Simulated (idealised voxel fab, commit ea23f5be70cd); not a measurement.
The name of this process module is voxel wiring stack.
195 nm wide, 5 nm square cells: that's cross-section cut.
When this document writes out a cross-section, it uses a grid of square cells and lists it as bands, beginning at the top and moving down, with a band standing for one or more rows of cells.
A band entry consists of two parts. The first gives the height of the band's top and the height of its bottom, in nm. The rest lists the band's materials from left to right, each with its width in nm. A single material labelled with the word "throughout" fills the band from edge to edge, and the word "air" marks empty space.
Below 0: as-received wafer, all one material; heights counted from there. Lowest band: no bottom, goes on down, written "0 nm and below".
Think of "30..40" as a width that walks from the first number to the second as you go down the band, top row to bottom row, taking equal-sized steps from row to row.
You'll sometimes find "same as before" written for a step, and that's the way of saying that nowhere in the cross-section did a cell change during that step.
Under "Closed void listing" you'll find the enclosed gaps, the ones with no way out to the top, that are 8 cells or bigger; each reads width x height at distance, with distance counted from the left edge, everything in nm.
Read whatever lies past the settings on a step's line as the simulator's own remark about the step.
A step line may carry the setting "overlay nm", which, for steps involving a mask, states the distance by which the mask lay to the right of its intended position; negative values denote displacement to the left.
## This section lists the process steps that were planned
1,op RECEIVE | material Si
2,op CONFORMAL_DEP | material SiO2 | thk nm 15
3,op DIRECTIONAL_DEP | material TiN | thk nm 5
4,op DIRECTIONAL_DEP | material W | thk nm 15
5,op MASKED_ETCH | tone cover | mask id METAL_1 | width nm 30 | pitch nm 50 | etch materials W | depth nm 15 | overlay nm 0
6,op MASKED_ETCH | tone cover | mask id METAL_1 | width nm 30 | pitch nm 50 | etch materials TiN | depth nm 5 | overlay nm 0
7,op CONFORMAL_DEP | material SiN | thk nm 5
8,op FILL_DEP | material SiO2 | thk nm 5
9,op CMP | height nm 35
10,op CONFORMAL_DEP | material SiCN | thk nm 5
11,op DIRECTIONAL_DEP | material SiO2 | thk nm 10
12,op MASKED_ETCH | tone open | mask id PLUG_1 | width nm 15 | pitch nm 50 | etch materials SiO2 | depth nm 10 | overlay nm 0
13,op MASKED_ETCH | tone open | mask id PLUG_1 | width nm 15 | pitch nm 50 | etch materials SiCN | depth nm 5 | overlay nm 0
14,op EPI | material Ru | thk nm 10
15,op EPI | material Ru | thk nm 5
16,op CONFORMAL_DEP | material SiN | thk nm 5
17,op DIRECTIONAL_DEP | material lowk | thk nm 20
18,op DIRECTIONAL_DEP | material aC | thk nm 15
19,op PATTERN | tone open | mask id METAL_2 | material resist | width nm 30 | pitch nm 50 | thk nm 35 | overlay nm 0
20,op DIRECTIONAL_ETCH | etch materials aC | depth nm 15
21,op STRIP | etch materials resist
22,op DIRECTIONAL_ETCH | etch materials lowk | depth nm 20
23,op DIRECTIONAL_ETCH | etch materials SiN | depth nm 5
24,op STRIP | etch materials aC
25,op CONFORMAL_DEP | material TiN | thk nm 5
26,op FILL_DEP | material Cu | thk nm 10
27,op CMP | height nm 75
28,op EPI | material Ru | thk nm 5
29,op FILL_DEP | material SiCN | thk nm 5
## Incoming wafer, cross-sectional view, post step 1
  0 nm and below = Si throughout
  Closed void listing: none
## Cross-sectional view of the first of the two wafers upon completion of the module, processed in accordance with the plan
  85 nm to 80 nm = SiCN throughout
  80 nm to 75 nm = 25 SiCN / 40 Ru / 10 SiCN / 40 Ru / 10 SiCN / 40 Ru / 30 SiCN
  75 nm to 55 nm = 30 lowk / 5 TiN / 20 Cu / 5 TiN / 20 lowk / 5 TiN / 20 Cu / 5 TiN / 20 lowk / 5 TiN / 20 Cu / 5 TiN / 35 lowk
  55 nm to 50 nm = 30 SiN / 30 TiN / 20 SiN / 30 TiN / 20 SiN / 30 TiN / 35 SiN
  50 nm to 40 nm = 30 SiO2 / 15 Ru / 35 SiO2 / 15 Ru / 35 SiO2 / 15 Ru / 50 SiO2
  40 nm to 35 nm = 30 SiCN / 15 Ru / 35 SiCN / 15 Ru / 35 SiCN / 15 Ru / 50 SiCN
  35 nm to 20 nm = 25 SiO2 / 5 SiN / 30 W / 5 SiN / 10 SiO2 / 5 SiN / 30 W / 5 SiN / 10 SiO2 / 5 SiN / 30 W / 5 SiN / 30 SiO2
  20 nm to 15 nm = 30 SiN / 30 TiN / 20 SiN / 30 TiN / 20 SiN / 30 TiN / 35 SiN
  15 nm to 0 nm = SiO2 throughout
  0 nm and below = Si throughout
  Closed void listing: none
## Here is the second of the two wafers cut open at the end of the module - same start, same plan as the first one, but we made one mistake running it
  85 nm to 80 nm = SiCN throughout
  80 nm to 75 nm = 25 SiCN / 40 Ru / 10 SiCN / 40 Ru / 10 SiCN / 40 Ru / 30 SiCN
  75 nm to 55 nm = 30 lowk / 5 TiN / 20 Cu / 5 TiN / 20 lowk / 5 TiN / 20 Cu / 5 TiN / 20 lowk / 5 TiN / 20 Cu / 5 TiN / 35 lowk
  55 nm to 50 nm = 30 SiN / 30 TiN / 20 SiN / 30 TiN / 20 SiN / 30 TiN / 35 SiN
  50 nm to 40 nm = 30 SiO2 / 15 Ru / 35 SiO2 / 15 Ru / 35 SiO2 / 15 Ru / 50 SiO2
  40 nm to 35 nm = 30 SiCN / 15 Ru / 35 SiCN / 15 Ru / 35 SiCN / 15 Ru / 50 SiCN
  35 nm to 20 nm = Ru throughout
  20 nm to 15 nm = TiN throughout
  15 nm to 0 nm = SiO2 throughout
  0 nm and below = Si throughout
  Closed void listing: none
What was done differently from what was planned? for step 4, the planned setting was not used; the step was instead run as op DIRECTIONAL_DEP | material Ru | thk nm 15
Wafer comparison, final, in cells, second relative to first, materials more or fewer: 117 more of Ru, 39 fewer of SiN, 45 fewer of SiO2, 21 more of TiN, 54 fewer of W
